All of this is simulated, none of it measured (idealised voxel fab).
The following is a process module called voxel ribs on slabs.
The width of the displayed cross-section, cut, is 230 nm; its cells are square, with a size of 5 nm.
Think of the cross-section as a grid of square cells. We describe it in bands, top to bottom, and each band covers one or more rows of those cells. Top height, bottom height, nm. Materials left to right, width each, nm. Single material + "all across" = fills band edge to edge. "blank" = empty. Below 0: as-received wafer, all one material; heights counted from there. Lowest band: no bottom, goes on down, written "from 0 down". Quick explanation for "30 to 40": the width changes in equal steps down the rows of cells, from the first number in the band's top row to the second number in its bottom row. Basically "nothing different" means that step didn't change any cell in the cross-section. Basically, "Unvented voids" tells you about the enclosed voids: empty spaces with no open way to the top, 8 cells or bigger, each written width x height at distance, where distance is from the left edge, all in nm. On a step's line, text after the settings is the simulator commenting on that step. Each step line may optionally specify "overlay nm", which for a step with a mask gives the rightward distance between the mask's planned place and where it lay, a negative value indicating the leftward direction.
Here's what the planned process steps look like
1) RECEIVE,material Si
2) DIRECTIONAL_DEP,material SiO2,thk nm 25
3) DIRECTIONAL_DEP,material polySi,thk nm 20
4) PATTERN,tone cover,mask id RIB,material resist,width nm 15,thk nm 15,overlay nm 0
5) DIRECTIONAL_ETCH,etch materials polySi,depth nm 15
6) STRIP,etch materials resist
7) DIRECTIONAL_DEP,material aC,thk nm 15
8) PATTERN,tone cover,mask id SLAB,material resist,width nm 65,thk nm 35,overlay nm 0
9) DIRECTIONAL_ETCH,etch materials aC,depth nm 15
10) STRIP,etch materials resist
11) DIRECTIONAL_ETCH,etch materials polySi,depth nm 5
12) STRIP,etch materials aC
13) FILL_DEP,material SiO2,thk nm 20
14) CMP,height nm 60
15) DIRECTIONAL_DEP,material TiN,thk nm 10
16) DIRECTIONAL_DEP,material aC,thk nm 15
17) PATTERN,tone cover,mask id HEATER,material resist,width nm 25,thk nm 30,overlay nm 0
18) DIRECTIONAL_ETCH,etch materials aC,depth nm 15
19) STRIP,etch materials resist
20) DIRECTIONAL_ETCH,etch materials TiN,depth nm 10
21) STRIP,etch materials aC
22) CONFORMAL_DEP,material SiO2,thk nm 10
The cross-section here shows the wafer as received, i.e. in its state after step 1
	from 0 down  Si all across
	Unvented voids: none
Here's the cross-section of the first of our two wafers at the end of the module - it ran as planned
	from 80 to 70  90 blank, 45 SiO2, 95 blank
	from 70 to 60  100 SiO2, 25 TiN, 105 SiO2
	from 60 to 45  SiO2 all across
	from 45 to 30  105 SiO2, 15 polySi, 110 SiO2
	from 30 to 25  80 SiO2, 65 polySi, 85 SiO2
	from 25 to 0  SiO2 all across
	from 0 down  Si all across
	Unvented voids: none
Second wafer of the two, sectioned at the end of the module. It began like the first and followed the same plan, but one mistake was made while running it
	from 80 to 70  90 blank, 45 SiO2, 95 blank
	from 70 to 60  100 SiO2, 25 TiN, 105 SiO2
	from 60 to 0  SiO2 all across
	from 0 down  Si all across
	Unvented voids: none
Nonconformance to the process plan: off-plan run, step 3, actual operation and settings DIRECTIONAL_DEP,material SiO2,thk nm 20
FYI, end of process, the second wafer has more or fewer cells of some materials than the first: +22 SiO2, -22 polySi
